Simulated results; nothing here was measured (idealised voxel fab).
process module | voxel wiring stack
Cross-section cut spans 150 nm and uses square cells 5 nm in size.
Cross-section spec: square-cell grid; bands listed top down; each band is one or more rows. First you get the band's top height and its bottom height, in nm, and then the materials it's made of, left to right, with each width in nm. If you see a single material with "edge to edge", that one covers the band edge to edge. "air" is empty space. Beneath 0, the wafer as received is one material, and that level is where height counting begins. The lowest band goes on downward without a bottom; it is written like "from 0 down". Graded width ("30..40"): value in top row of band = first number; value in bottom row = second number; row-to-row change constant. Step note "nothing different" = no cross-section cell changed. The entry "Enclosed void entries" lists the empty spaces that cover at least 8 cells and have no open path to the top. Each is written as width x height at distance, where the distance is measured from the left edge and all three values are in nm. It should be noted that, on the line of a given step, the content following the step's settings is a remark produced by the simulator itself with respect to that step. Steps that use a mask can have "overlay nm" on their line. It says how far the mask sat to the right of where it was meant to be. Negative means to the left.
**Process steps foreseen in the plan**
1: RECEIVE [material Si]
2: CONFORMAL_DEP [material SiO2] [thk nm 15]
3: DIRECTIONAL_DEP [material TiN] [thk nm 5]
4: DIRECTIONAL_DEP [material Ru] [thk nm 15]
5: MASKED_ETCH [tone cover] [mask id METAL_1] [width nm 25] [pitch nm 45] [etch materials Ru] [depth nm 15] [overlay nm 0]
6: MASKED_ETCH [tone cover] [mask id METAL_1] [width nm 25] [pitch nm 45] [etch materials TiN] [depth nm 5] [overlay nm 0]
7: CONFORMAL_DEP [material SiN] [thk nm 5]
8: FILL_DEP [material lowk] [thk nm 5]
9: CMP [height nm 35]
10: CONFORMAL_DEP [material SiCN] [thk nm 5]
11: DIRECTIONAL_DEP [material SiO2] [thk nm 15]
12: MASKED_ETCH [tone open] [mask id PLUG_1] [width nm 15] [pitch nm 90] [etch materials SiO2] [depth nm 15] [overlay nm 0]
13: MASKED_ETCH [tone open] [mask id PLUG_1] [width nm 15] [pitch nm 90] [etch materials SiCN] [depth nm 5] [overlay nm 0]
14: CONFORMAL_DEP [material TiN] [thk nm 5]
15: FILL_DEP [material Cu] [thk nm 10]
16: CMP [height nm 55]
17: CONFORMAL_DEP [material SiCN] [thk nm 5]
18: DIRECTIONAL_DEP [material lowk] [thk nm 15]
19: DIRECTIONAL_DEP [material aC] [thk nm 15]
20: PATTERN [tone open] [mask id METAL_2] [material resist] [width nm 25] [pitch nm 45] [thk nm 30] [overlay nm 0]
21: DIRECTIONAL_ETCH [etch materials aC] [depth nm 15]
22: STRIP [etch materials resist]
23: DIRECTIONAL_ETCH [etch materials lowk] [depth nm 15]
24: DIRECTIONAL_ETCH [etch materials SiCN] [depth nm 5]
25: STRIP [etch materials aC]
26: CONFORMAL_DEP [material TiN] [thk nm 5]
27: FILL_DEP [material Ru] [thk nm 10]
28: CMP [height nm 75]
29: CONFORMAL_DEP [material SiCN] [thk nm 5]
30: DIRECTIONAL_DEP [material SiO2] [thk nm 35]
31: MASKED_ETCH [tone open] [mask id METAL_3_HOLES] [width nm 15] [pitch nm 45] [etch materials SiO2] [depth nm 35] [overlay nm 0]
32: PATTERN [tone open] [mask id METAL_3] [material resist] [width nm 25] [pitch nm 45] [thk nm 15] [overlay nm 0]
33: DIRECTIONAL_ETCH [etch materials SiO2] [depth nm 20]
34: DIRECTIONAL_ETCH [etch materials SiCN] [depth nm 5]
35: STRIP [etch materials resist]
36: CONFORMAL_DEP [material TiN] [thk nm 5]
37: FILL_DEP [material Cu] [thk nm 5]
38: CMP [height nm 115]
39: CONFORMAL_DEP [material SiN] [thk nm 5]
**Incoming wafer, cross-sectional view, post step 1**
from 0 down: Si edge to edge
Enclosed void entries: none
**This is how the wafer looks in cross-section once the module is done, given the starting state and plan above and one mistake in carrying the plan out**
from 120 to 115: SiN edge to edge
from 115 to 100: 15 SiO2 | 5 TiN | 15 Cu | 5 TiN | 20 SiO2 | 5 TiN | 15 Cu | 5 TiN | 20 SiO2 | 5 TiN | 15 Cu | 5 TiN | 20 SiO2
from 100 to 95: 15 SiO2 | 5 TiN | 5 Cu | 15 TiN | 20 SiO2 | 5 TiN | 5 Cu | 15 TiN | 20 SiO2 | 5 TiN | 5 Cu | 15 TiN | 20 SiO2
from 95 to 80: 15 SiO2 | 5 TiN | 5 Cu | 5 TiN | 30 SiO2 | 5 TiN | 5 Cu | 5 TiN | 30 SiO2 | 5 TiN | 5 Cu | 5 TiN | 30 SiO2
from 80 to 75: 15 SiCN | 15 TiN | 30 SiCN | 15 TiN | 30 SiCN | 15 TiN | 30 SiCN
from 75 to 60: 10 Ru | 5 TiN | 25 lowk | 5 TiN | 10 Ru | 5 TiN | 25 lowk | 5 TiN | 10 Ru | 5 TiN | 25 lowk | 5 TiN | 15 Ru
from 60 to 55: 15 TiN | 25 SiCN | 20 TiN | 25 SiCN | 20 TiN | 25 SiCN | 20 TiN
from 55 to 40: 15 SiO2 | 5 TiN | 5 Cu | 5 TiN | 75 SiO2 | 5 TiN | 5 Cu | 5 TiN | 30 SiO2
from 40 to 35: 15 SiCN | 15 TiN | 75 SiCN | 15 TiN | 30 SiCN
from 35 to 20: 10 lowk | 5 SiN | 25 Ru | 5 SiN | 10 lowk | 5 SiN | 25 Ru | 5 SiN | 10 lowk | 5 SiN | 25 Ru | 5 SiN | 15 lowk
from 20 to 15: 15 SiN | 25 TiN | 20 SiN | 25 TiN | 20 SiN | 25 TiN | 20 SiN
from 15 to 0: SiO2 edge to edge
from 0 down: Si edge to edge
Enclosed void entries: none
Deviation from plan: rather than as planned, step 20 actually ran as PATTERN [tone cover] [mask id METAL_2] [material resist] [width nm 25] [pitch nm 45] [thk nm 30] [overlay nm 0]
